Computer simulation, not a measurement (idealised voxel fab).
You're looking at the process module voxel air gaps.
Each square cell in cross-section cut measures 5 nm, and the section as a whole is 170 nm wide.
Think of the cross-section as a grid of square cells. We describe it in bands, top to bottom, and each band covers one or more rows of those cells.
The entry gives the band's vertical extent as a top height and a bottom height in nm, then its horizontal make-up as materials from left to right, each with a width in nm. "empty" stands for empty space; a single material marked "throughout" fills the band edge to edge.
It should be noted that heights are counted from 0, beneath which the wafer as supplied is of one material throughout, and that the lowest band possesses no lower boundary but continues downward, as written in "z 0 and below".
Read "30 to 40" as a graded width: first number on top, second number at the bottom, same change between each pair of neighbouring rows.
"same as before" means the step left every cell of the cross-section as it was.
Any empty space of 8 cells or more lacking an open way to the top shows up in "Trapped void list" as width x height at distance, distance from the left edge, in nm.
On each step's line, the part that comes after the settings is the simulator's own comment on the step.
"overlay nm" on a masked step: distance the mask lay right of its planned place, negative for left.
# plan
step 1: RECEIVE [material Si]
step 2: CONFORMAL_DEP [material SiO2] [thk nm 15]
step 3: CONFORMAL_DEP [material SiCN] [thk nm 5]
step 4: DIRECTIONAL_DEP [material lowk] [thk nm 30]
step 5: MASKED_ETCH [tone open] [mask id LINES] [width nm 15] [pitch nm 45] [etch materials lowk] [depth nm 30] [overlay nm 0]
step 6: CONFORMAL_DEP [material TiN] [thk nm 5]
step 7: FILL_DEP [material Cu] [thk nm 10]
step 8: CMP [height nm 50]
step 9: EPI [material Ru] [thk nm 10]
step 10: SELECTIVE_ETCH [etch materials lowk] [depth nm 40]
step 11: CONFORMAL_DEP [material SiCN] [thk nm 5]
What sets these wafers apart? The thk nm at step 6. They all start alike, and the plan carries the first wafer's value.
# First of several wafers (as received, post step 1), cross-sectional view
* z 0 and below  Si throughout
* Trapped void list: none
# Cross-sectional representation of the first of several wafers at the end of the module, i.e. after its terminal step, step 11
* z 65 to 60  15 nm empty | 135 nm SiCN | 20 nm empty
* z 60 to 50  15 nm empty | 5 nm SiCN | 35 nm Ru | 10 nm SiCN | 35 nm Ru | 10 nm SiCN | 35 nm Ru | 5 nm SiCN | 20 nm empty
* z 50 to 45  15 nm empty | 15 nm SiCN | 5 nm TiN | 5 nm Cu | 5 nm TiN | 30 nm SiCN | 5 nm TiN | 5 nm Cu | 5 nm TiN | 30 nm SiCN | 5 nm TiN | 5 nm Cu | 5 nm TiN | 15 nm SiCN | 20 nm empty
* z 45 to 25  25 nm empty | 5 nm SiCN | 5 nm TiN | 5 nm Cu | 5 nm TiN | 5 nm SiCN | 20 nm empty | 5 nm SiCN | 5 nm TiN | 5 nm Cu | 5 nm TiN | 5 nm SiCN | 20 nm empty | 5 nm SiCN | 5 nm TiN | 5 nm Cu | 5 nm TiN | 5 nm SiCN | 30 nm empty
* z 25 to 20  30 nm SiCN | 15 nm TiN | 30 nm SiCN | 15 nm TiN | 30 nm SiCN | 15 nm TiN | 35 nm SiCN
* z 20 to 15  SiCN throughout
* z 15 to 0  SiO2 throughout
* z 0 and below  Si throughout
* Trapped void list: 20 x 20 at 50; 20 x 20 at 95
# Here's the last wafer cross-sectioned at the end of the module
* z 65 to 60  15 nm empty | 135 nm SiCN | 20 nm empty
* z 60 to 50  15 nm empty | 5 nm SiCN | 35 nm Ru | 10 nm SiCN | 35 nm Ru | 10 nm SiCN | 35 nm Ru | 5 nm SiCN | 20 nm empty
* z 50 to 45  15 nm empty | 15 nm SiCN | 15 nm TiN | 30 nm SiCN | 15 nm TiN | 30 nm SiCN | 15 nm TiN | 15 nm SiCN | 20 nm empty
* z 45 to 25  25 nm empty | 5 nm SiCN | 15 nm TiN | 5 nm SiCN | 20 nm empty | 5 nm SiCN | 15 nm TiN | 5 nm SiCN | 20 nm empty | 5 nm SiCN | 15 nm TiN | 5 nm SiCN | 30 nm empty
* z 25 to 20  30 nm SiCN | 15 nm TiN | 30 nm SiCN | 15 nm TiN | 30 nm SiCN | 15 nm TiN | 35 nm SiCN
* z 20 to 15  SiCN throughout
* z 15 to 0  SiO2 throughout
* z 0 and below  Si throughout
* Trapped void list: 20 x 20 at 50; 20 x 20 at 95
# Wafer rows, end of module: cells per material gained (+) or lost (-) since receipt; closed voids last
thk nm 5, +15 Cu, +42 Ru, +140 SiCN, +102 SiO2, +39 TiN, Trapped void list: 20 x 20 at 50; 20 x 20 at 95
thk nm 10, +42 Ru, +140 SiCN, +102 SiO2, +54 TiN, Trapped void list: 20 x 20 at 50; 20 x 20 at 95
thk nm 15, +42 Ru, +140 SiCN, +102 SiO2, +54 TiN, Trapped void list: 20 x 20 at 50; 20 x 20 at 95
thk nm 20, +42 Ru, +140 SiCN, +102 SiO2, +54 TiN, Trapped void list: 20 x 20 at 50; 20 x 20 at 95
